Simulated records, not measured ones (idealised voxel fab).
process module | voxel plated lines
cross-section cut | 230 nm wide | cells 5 nm
A cross-section is a grid of square cells, given in bands from the top down. A band is one or more rows of cells.
Each band's line starts with the height of the band's top and of its bottom, in nm. Then come its materials from left to right, each with its width in nm. One material with "throughout" fills the band from edge to edge. "air" is empty space.
Height 0 is the level under which the wafer as received is all one material. The lowest band goes on downwards, as in "0 down".
A width such as "30 to 40" changes by the same amount from each row of cells to the next, from the band's top row to its bottom row.
"no change" after a step means that no cell of the cross-section changed.
closed voids: empty space of 8 cells or more with no open way to the top, each as width x height at its distance from the left edge, in nm
after a step's settings: what the simulator itself notes on the step
overlay nm, on a step with a mask: how far to the right of its planned place the mask lay; to the left if negative
plan
1 op RECEIVE | material Si
2 op CONFORMAL_DEP | material SiN | thk nm 5
3 op DIRECTIONAL_DEP | material TiN | thk nm 5
4 op PATTERN | tone open | mask id LINES | material resist | width nm 20 | pitch nm 50 | thk nm 25 | overlay nm 0
5 op EPI | material Ru | thk nm 10
6 op EPI | material Ru | thk nm 5
7 op STRIP | etch materials resist
8 op DIRECTIONAL_ETCH | etch materials TiN | depth nm 5
9 op CONFORMAL_DEP | material SiCN | thk nm 10
as received, after step 1
  0 down: Si throughout
  closed voids: none
a wafer at the end: this start, this plan, one mistake
  40 to 25: air 65 | SiCN 100 | air 65
  25 to 20: air 65 | SiCN 15 | Ru 20 | SiCN 30 | Ru 20 | SiCN 15 | air 65
  20 to 10: SiCN 80 | Ru 20 | SiCN 30 | Ru 20 | SiCN 80
  10 to 5: SiCN 80 | TiN 20 | SiCN 30 | TiN 20 | SiCN 80
  5 to 0: SiN throughout
  0 down: Si throughout
  closed voids: none
what went wrong: step 9 ran as: op CONFORMAL_DEP | material SiCN | thk nm 15
